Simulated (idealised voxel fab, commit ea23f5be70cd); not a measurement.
Documented hereafter: the process module known as voxel capacitor over wiring.
Square cells of 5 nm make up the cross-section cut, whose width is 200 nm.
Cross-section spec: square-cell grid; bands listed top down; each band is one or more rows.
Heights first: top, then bottom, in nm. Then materials, left to right, each with a width in nm. "full width" on a single material: fills the band edge to edge. "blank": empty space.
Heights are expressed relative to 0, this being the level below which the as-received wafer comprises one material exclusively. The lowest band is unbounded in the downward direction and is denoted as in "top 0, no bottom".
The two numbers in a width such as "30 to 40" mark its ends across the band: the first belongs to the top row of cells, the second to the bottom row, and from each row to the next the width moves by the same amount.
The cross-section has no changed cell in any step marked "all unchanged".
Listed in "Encapsulated voids": every empty space of 8 or more cells without an open way to the top. Form: width x height at distance, the distance being from the left edge, all in nm.
Anything after a step's settings on that line? It's the simulator's own note about the step.
The line of a step may include "overlay nm". On a step with a mask, this value is how far to the right of its planned place the mask lay. A negative value means the mask lay to the left.
The following list gives the planned process steps
1: RECEIVE (material Si)
2: CONFORMAL_DEP (material SiO2; thk nm 15)
3: CONFORMAL_DEP (material SiCN; thk nm 5)
4: DIRECTIONAL_DEP (material lowk; thk nm 20)
5: PATTERN (tone open; mask id METAL_1; material resist; width nm 30; pitch nm 80; thk nm 20; overlay nm 0)
6: DIRECTIONAL_ETCH (etch materials lowk; depth nm 20)
7: DIRECTIONAL_ETCH (etch materials SiCN; depth nm 5)
8: STRIP (etch materials resist)
9: CONFORMAL_DEP (material TiN; thk nm 5)
10: FILL_DEP (material Cu; thk nm 5)
11: CMP (height nm 40)
12: CONFORMAL_DEP (material SiCN; thk nm 5)
13: DIRECTIONAL_DEP (material lowk; thk nm 10)
14: MASKED_ETCH (tone open; mask id PLUG_1; width nm 15; etch materials lowk; depth nm 10; overlay nm 0)
15: MASKED_ETCH (tone open; mask id PLUG_1; width nm 15; etch materials SiCN; depth nm 5; overlay nm 0)
16: EPI (material Ru; thk nm 10)
17: EPI (material Ru; thk nm 5)
18: DIRECTIONAL_DEP (material TiN; thk nm 10)
19: DIRECTIONAL_DEP (material Al2O3; thk nm 5)
20: DIRECTIONAL_DEP (material TiN; thk nm 5)
21: PATTERN (tone cover; mask id UPPER_PLATE; material resist; width nm 55; thk nm 15; overlay nm 0)
22: DIRECTIONAL_ETCH (etch materials TiN; depth nm 5)
23: DIRECTIONAL_ETCH (etch materials Al2O3; depth nm 5)
24: STRIP (etch materials resist)
25: MASKED_ETCH (tone cover; mask id LOWER_PLATE; width nm 65; etch materials TiN; depth nm 10; overlay nm 0)
26: FILL_DEP (material SiO2; thk nm 15)
27: CMP (height nm 85)
28: PATTERN (tone open; mask id PLUG_2; material resist; width nm 15; thk nm 15; overlay nm 0)
29: DIRECTIONAL_ETCH (etch materials SiO2; depth nm 10)
30: STRIP (etch materials resist)
31: CONFORMAL_DEP (material TiN; thk nm 5)
32: FILL_DEP (material W; thk nm 10)
33: CMP (height nm 85)
34: CONFORMAL_DEP (material SiN; thk nm 5)
Cross-section of the wafer at receipt, which is the condition after step 1
* top 0, no bottom  Si full width
* Encapsulated voids: none
First of two wafers at the end of the module, shown in cross-section; run carried out as planned
* top 90, bottom 85  SiN full width
* top 85, bottom 80  SiO2=70, TiN=5, W=5, TiN=5, SiO2=115
* top 80, bottom 70  SiO2=70 to 60, TiN=15 to 55, SiO2=115 to 85
* top 70, bottom 65  SiO2=60, Al2O3=55, SiO2=85
* top 65, bottom 55  SiO2=55, TiN=65, SiO2=80
* top 55, bottom 45  lowk=60, Ru=15, lowk=125
* top 45, bottom 40  SiCN=60, Ru=15, SiCN=125
* top 40, bottom 20  lowk=45, TiN=5, Cu=20, TiN=5, lowk=50, TiN=5, Cu=20, TiN=5, lowk=45
* top 20, bottom 15  SiCN=45, TiN=30, SiCN=50, TiN=30, SiCN=45
* top 15, bottom 0  SiO2 full width
* top 0, no bottom  Si full width
* Encapsulated voids: none
Wafer two (of two), end-of-module cross-section: start = wafer one, plan = wafer one, one run mistake
* top 100, bottom 95  SiN full width
* top 95, bottom 90  W full width
* top 90, bottom 85  TiN=75, W=5, TiN=120
* top 85, bottom 80  SiO2=70, TiN=5, W=5, TiN=5, SiO2=115
* top 80, bottom 70  SiO2=70 to 60, TiN=15 to 55, SiO2=115 to 85
* top 70, bottom 65  SiO2=60, Al2O3=55, SiO2=85
* top 65, bottom 55  SiO2=55, TiN=65, SiO2=80
* top 55, bottom 45  lowk=60, Ru=15, lowk=125
* top 45, bottom 40  SiCN=60, Ru=15, SiCN=125
* top 40, bottom 20  lowk=45, TiN=5, Cu=20, TiN=5, lowk=50, TiN=5, Cu=20, TiN=5, lowk=45
* top 20, bottom 15  SiCN=45, TiN=30, SiCN=50, TiN=30, SiCN=45
* top 15, bottom 0  SiO2 full width
* top 0, no bottom  Si full width
* Encapsulated voids: none
Run error: step 33 did not happen as planned, as run it was CMP (height nm 95)
Once processing is complete, comparing cell counts shows that the second wafer has more or fewer of certain materials than the first: TiN +39; W +41
